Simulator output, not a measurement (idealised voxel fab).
Module name: voxel fin reveal (process module)
Cross-section cut spans 200 nm and uses square cells 5 nm in size.
Square cells in a grid make up a cross-section in this document, and the grid is given as bands, listed from the top down, each one or more rows of cells.
Within each band entry, the heights of the top and of the bottom of the band appear first, in that order and in nm; the materials of the band then follow from left to right, each with its corresponding width in nm. The designation "everywhere" on a single material indicates that it fills the band from edge to edge; the designation "blank" indicates empty space.
Height 0 is the level under which the wafer as received is all one material. The lowest band goes on downwards, as in "0..down".
Read "30 to 40" as a graded width: first number on top, second number at the bottom, same change between each pair of neighbouring rows.
Where a step carries "nothing changed", the cross-section came out of it unchanged, cell for cell.
The label "Voids, fully enclosed" introduces a list of the empty spaces, 8 cells or larger, that have no open way up to the top; each entry in it reads width x height at distance, where the distance is taken from the left edge and all three are stated in nm.
If you see something after the settings on a step's line, that's the simulator's own remark about that step.
Regarding "overlay nm": on a step with a mask, it is the distance the mask lay to the right of its planned place; a negative value places it to the left.

[Planned process steps]
| 1 | RECEIVE | material Si |
| 2 | CONFORMAL_DEP | material SiN | thk nm 5 |
| 3 | DIRECTIONAL_DEP | material aC | thk nm 10 |
| 4 | PATTERN | tone cover | mask id FINS | material resist | width nm 15 | pitch nm 35 | thk nm 30 | overlay nm 0 |
| 5 | DIRECTIONAL_ETCH | etch materials aC | depth nm 10 |
| 6 | STRIP | etch materials resist |
| 7 | DIRECTIONAL_ETCH | etch materials SiN | depth nm 5 |
| 8 | DIRECTIONAL_ETCH | etch materials Si | depth nm 35 |
| 9 | STRIP | etch materials aC |
| 10 | OXIDIZE | depth nm 5 |
| 11 | FILL_DEP | material SiO2 | thk nm 5 |
| 12 | CMP | height nm 5 |
| 13 | SELECTIVE_ETCH | etch materials SiO2 | depth nm 20 |
| 14 | STRIP | etch materials SiN |

[Incoming wafer in cross-section (state: after step 1)]
  0..down  Si everywhere
  Voids, fully enclosed: none

[Look at the cross-section after the module: the wafer started out the way shown above and the plan was the one shown above, yet one mistake was made along the way]
  5..0  aC 40 nm; blank 15 nm; aC 20 nm; blank 15 nm; aC 20 nm; blank 15 nm; aC 20 nm; blank 15 nm; aC 40 nm
  0..-35  aC 40 nm; SiO2 5 nm; Si 5 nm; SiO2 5 nm; aC 20 nm; SiO2 5 nm; Si 5 nm; SiO2 5 nm; aC 20 nm; SiO2 5 nm; Si 5 nm; SiO2 5 nm; aC 20 nm; SiO2 5 nm; Si 5 nm; SiO2 5 nm; aC 40 nm
  -35..-40  SiO2 45 nm; Si 5 nm; SiO2 30 nm; Si 5 nm; SiO2 30 nm; Si 5 nm; SiO2 30 nm; Si 5 nm; SiO2 45 nm
  -40..down  Si everywhere
  Voids, fully enclosed: none
Processing error: step 11 did not use the planned setting and instead ran as FILL_DEP | material aC | thk nm 5
